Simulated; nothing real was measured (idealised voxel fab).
You're looking at the process module voxel tone inversion.
Displayed cross-section: cut, width of 185 nm, square cells sized 5 nm.
The cross-sections in this document take the form of a grid made of square cells. They are written out as bands, in order from top to bottom. Each band consists of one or more rows of cells.
Band: top and bottom heights (nm) first, top before bottom; then materials from left to right, widths in nm. "everywhere" marks a sole material filling the band edge to edge. "empty" denotes empty space.
All heights in this document are referenced to 0, defined as the level beneath which the wafer, as received, consists entirely of one material. The lowest band is not bounded below; it extends indefinitely downward and is written in the form "top 0, no bottom".
Read "30 to 40" as a graded width: first number on top, second number at the bottom, same change between each pair of neighbouring rows.
The designation "same as before", where it is given for a processing step, indicates that no cell of the cross-section was altered in the course of that step.
"Closed void table" means: voids of 8 cells or more that are shut off from the top with no open way through. Written width x height at distance, distance from the left edge, in nm.
That trailing text on a step's line, after the settings, is the simulator's own remark on the step.
For masked steps, "overlay nm" on the step line gives how far right of plan the mask actually lay; a minus sign means it lay to the left.
# Planned step list for the process
1 RECEIVE, material Si
2 CONFORMAL_DEP, material SiCN, thk nm 10
3 DIRECTIONAL_DEP, material aC, thk nm 15
4 PATTERN, tone cover, mask id POSTS, material resist, width nm 20, pitch nm 50, thk nm 20, overlay nm 0
5 DIRECTIONAL_ETCH, etch materials aC, depth nm 15
6 STRIP, etch materials resist
7 FILL_DEP, material lowk, thk nm 10
8 CMP, height nm 25
9 STRIP, etch materials aC
10 CONFORMAL_DEP, material TiN, thk nm 5
11 FILL_DEP, material W, thk nm 5
12 CMP, height nm 25
13 CONFORMAL_DEP, material SiCN, thk nm 5
# The cross-section here shows the wafer as received, i.e. in its state after step 1
top 0, no bottom: Si everywhere
Closed void table: none
# End-of-module XS, first of two wafers, run as planned
top 30, bottom 25: SiCN everywhere
top 25, bottom 15: lowk=55; TiN=5; W=10; TiN=5; lowk=30; TiN=5; W=10; TiN=5; lowk=60
top 15, bottom 10: lowk=55; TiN=20; lowk=30; TiN=20; lowk=60
top 10, bottom 0: SiCN everywhere
top 0, no bottom: Si everywhere
Closed void table: none
# Wafer two, sectioned after the module: the first wafer's start, the first wafer's plan, and one mistake in how it was run
top 30, bottom 25: SiCN everywhere
top 25, bottom 15: lowk=65; TiN=5; W=10; TiN=5; lowk=30; TiN=5; W=10; TiN=5; lowk=50
top 15, bottom 10: lowk=65; TiN=20; lowk=30; TiN=20; lowk=50
top 10, bottom 0: SiCN everywhere
top 0, no bottom: Si everywhere
Closed void table: none
The mistake made against the process plan was this: contrary to plan, step 4 was performed as PATTERN, tone cover, mask id POSTS, material resist, width nm 20, pitch nm 50, thk nm 20, overlay nm 10
Final state: per-material cell counts identical on both wafers; locations differ.
